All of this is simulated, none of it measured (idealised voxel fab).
process module | voxel double patterning
cross-section cut | 175 nm wide | cells 5 nm
A cross-section is a grid of square cells, given in bands from the top down. A band is one or more rows of cells.
Each band's line starts with the height of the band's top and of its bottom, in nm. Then come its materials from left to right, each with its width in nm. One material with "throughout" fills the band from edge to edge. "air" is empty space.
Height 0 is the level under which the wafer as received is all one material. The lowest band goes on downwards, as in "0 down".
A width such as "30 to 40" changes by the same amount from each row of cells to the next, from the band's top row to its bottom row.
"no change" after a step means that no cell of the cross-section changed.
closed voids: empty space of 8 cells or more with no open way to the top, each as width x height at its distance from the left edge, in nm
after a step's settings: what the simulator itself notes on the step
overlay nm, on a step with a mask: how far to the right of its planned place the mask lay; to the left if negative
plan
1 op RECEIVE | material Si
2 op CONFORMAL_DEP | material SiO2 | thk nm 5
3 op DIRECTIONAL_DEP | material W | thk nm 10
4 op DIRECTIONAL_DEP | material SiCN | thk nm 10
5 op DIRECTIONAL_DEP | material aC | thk nm 10
6 op PATTERN | tone open | mask id FIRST | material resist | width nm 15 | pitch nm 50 | thk nm 30 | overlay nm -15
7 op DIRECTIONAL_ETCH | etch materials aC | depth nm 10
8 op STRIP | etch materials resist
9 op DIRECTIONAL_ETCH | etch materials SiCN | depth nm 10
10 op STRIP | etch materials aC
11 op PATTERN | tone open | mask id SECOND | material resist | width nm 15 | thk nm 20 | overlay nm 0
12 op DIRECTIONAL_ETCH | etch materials SiCN | depth nm 10
13 op STRIP | etch materials resist
14 op DIRECTIONAL_ETCH | etch materials W | depth nm 10
15 op STRIP | etch materials SiCN
varied across the wafers: overlay nm of step 6. The plan shows the first wafer's value. All wafers start alike
first wafer as received, after step 1
  0 down: Si throughout
  closed voids: none
each wafer at the end: cells of each material gained (+) or lost (-) since it was received, then its closed voids
overlay nm -15 | +35 SiO2 | +54 W | closed voids: none
overlay nm -10 | +35 SiO2 | +52 W | closed voids: none
overlay nm -5 | +35 SiO2 | +52 W | closed voids: none
overlay nm 0 | +35 SiO2 | +52 W | closed voids: none
overlay nm 5 | +35 SiO2 | +52 W | closed voids: none
overlay nm 10 | +35 SiO2 | +52 W | closed voids: none
overlay nm 15 | +35 SiO2 | +54 W | closed voids: none
